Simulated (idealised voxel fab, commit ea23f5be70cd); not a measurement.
Process module heading - voxel local oxidation
The cross-section on display is named cut; it measures 210 nm wide, and its cells are 5 nm squares.
In this document a cross-section is written as a grid of square cells. It is given as a series of bands, listed from the top down, and a band is one or more rows of cells. Read a band's entry like this: the first values are the height of its top and the height of its bottom in nm, and what follows is the sequence of materials from left to right, each with its width in nm. Note that "empty" is empty space, and that a single material marked "throughout" reaches across the band from edge to edge. Ref level 0: as-received wafer is one material below here. Bottom band extends down with no lower bound ("0 down"). Width: "30->40" (first number = top row, second number = bottom row, same change from row to row of cells). "stayed the same" (step): cross-section cells unchanged, all of them. "Closed void inventory" enumerates empty spaces isolated from the top, with no open way to it, that contain at least 8 cells, giving each as width x height at distance from the left edge, all three in nm. On a step's line, text after the settings is the simulator commenting on that step. A step line may carry the setting "overlay nm", which, for steps involving a mask, states the distance by which the mask lay to the right of its intended position; negative values denote displacement to the left.

# Process steps - plan
1. RECEIVE: material Si
2. CONFORMAL_DEP: material SiO2, thk nm 5
3. CONFORMAL_DEP: material SiN, thk nm 10
4. DIRECTIONAL_DEP: material aC, thk nm 10
5. PATTERN: tone cover, mask id ACTIVE, material resist, width nm 125, thk nm 25, overlay nm 0
6. DIRECTIONAL_ETCH: etch materials aC, depth nm 10
7. STRIP: etch materials resist
8. DIRECTIONAL_ETCH: etch materials SiN, depth nm 10
9. STRIP: etch materials aC
10. SELECTIVE_ETCH: etch materials SiO2, depth nm 5
11. OXIDIZE: depth nm 15
12. STRIP: etch materials SiN

# The first of a set of two wafers, run to plan

# Cross-section of the incoming wafer, state after step 1
	0 down = Si throughout
	Closed void inventory: none

# Wafer xsec, post step 2
	5 to 0 = SiO2 throughout
	At heights below 0, the structure remains unaltered.

# Wafer xsec, post step 3
	15 to 5 = SiN throughout
	At heights below 5, the structure remains unaltered.

# Wafer xsec, post step 4
	25 to 15 = aC throughout
	At heights below 15, the structure remains unaltered.

# Wafer xsec, post step 5
	50 to 25 = 40 empty / 125 resist / 45 empty
	At heights below 25, the structure remains unaltered.

# Wafer xsec, post step 6
	40 to 25 = 40 empty / 125 resist / 45 empty
	25 to 15 = 40 empty / 125 aC / 45 empty
	At heights below 15, the structure remains unaltered.

# Wafer xsec, post step 7
	25 to 15 = 40 empty / 125 aC / 45 empty
	At heights below 15, the structure remains unaltered.

# Wafer xsec, post step 8
	25 to 15 = 40 empty / 125 aC / 45 empty
	15 to 5 = 40 empty / 125 SiN / 45 empty
	At heights below 5, the structure remains unaltered.

# Wafer xsec, post step 9
	15 to 5 = 40 empty / 125 SiN / 45 empty
	At heights below 5, the structure remains unaltered.

# Wafer xsec, post step 10
	15 to 5 = 40 empty / 125 SiN / 45 empty
	5 to 0 = 45 empty / 115 SiO2 / 50 empty
	At heights below 0, the structure remains unaltered.

# Wafer xsec, post step 11
	15 to 5 = 40 empty / 125 SiN / 45 empty
	5 to 0 = 45 empty / 115 SiO2 / 50 empty
	0 to -15 = 60 SiO2 / 85 Si / 65 SiO2
	At heights below -15, the structure remains unaltered.

# Wafer xsec, post step 12
	5 to 0 = 45 empty / 115 SiO2 / 50 empty
	At heights below 0, the structure remains unaltered.

# Regarding the second of the two wafers: it shared the first wafer's starting condition and process plan, yet one error occurred during its execution. Its history coincides with that of the first wafer up to and including step 1

Cross-section of the second wafer when, according to plan, step 2 should have finished: stayed the same

# Cross-section of the second wafer when, according to plan, step 3 should have finished
	10 to 0 = SiN throughout
	At heights below 0, the structure remains unaltered.

# Cross-section of the second wafer when, according to plan, step 4 should have finished
	20 to 10 = aC throughout
	At heights below 10, the structure remains unaltered.

# Cross-section of the second wafer when, according to plan, step 5 should have finished
	45 to 20 = 40 empty / 125 resist / 45 empty
	At heights below 20, the structure remains unaltered.

# Cross-section of the second wafer when, according to plan, step 6 should have finished
	35 to 20 = 40 empty / 125 resist / 45 empty
	20 to 10 = 40 empty / 125 aC / 45 empty
	At heights below 10, the structure remains unaltered.

# Cross-section of the second wafer when, according to plan, step 7 should have finished
	20 to 10 = 40 empty / 125 aC / 45 empty
	At heights below 10, the structure remains unaltered.

# Cross-section of the second wafer when, according to plan, step 8 should have finished
	20 to 10 = 40 empty / 125 aC / 45 empty
	10 to 0 = 40 empty / 125 SiN / 45 empty
	At heights below 0, the structure remains unaltered.

# Cross-section of the second wafer when, according to plan, step 9 should have finished
	10 to 0 = 40 empty / 125 SiN / 45 empty
	At heights below 0, the structure remains unaltered.

Cross-section of the second wafer when, according to plan, step 10 should have finished: stayed the same

# Cross-section of the second wafer when, according to plan, step 11 should have finished
	10 to 0 = 40 empty / 125 SiN / 45 empty
	0 to -15 = 55 SiO2 / 95 Si / 60 SiO2
	At heights below -15, the structure remains unaltered.

# Cross-section of the second wafer when, according to plan, step 12 should have finished
	0 to -15 = 55 SiO2 / 95 Si / 60 SiO2
	At heights below -15, the structure remains unaltered.
It is concluded that the wafer was processed incorrectly with respect to the plan, in that step 2 was left out
FYI, end of process, the second wafer has more or fewer cells of some materials than the first: +6 Si, -29 SiO2
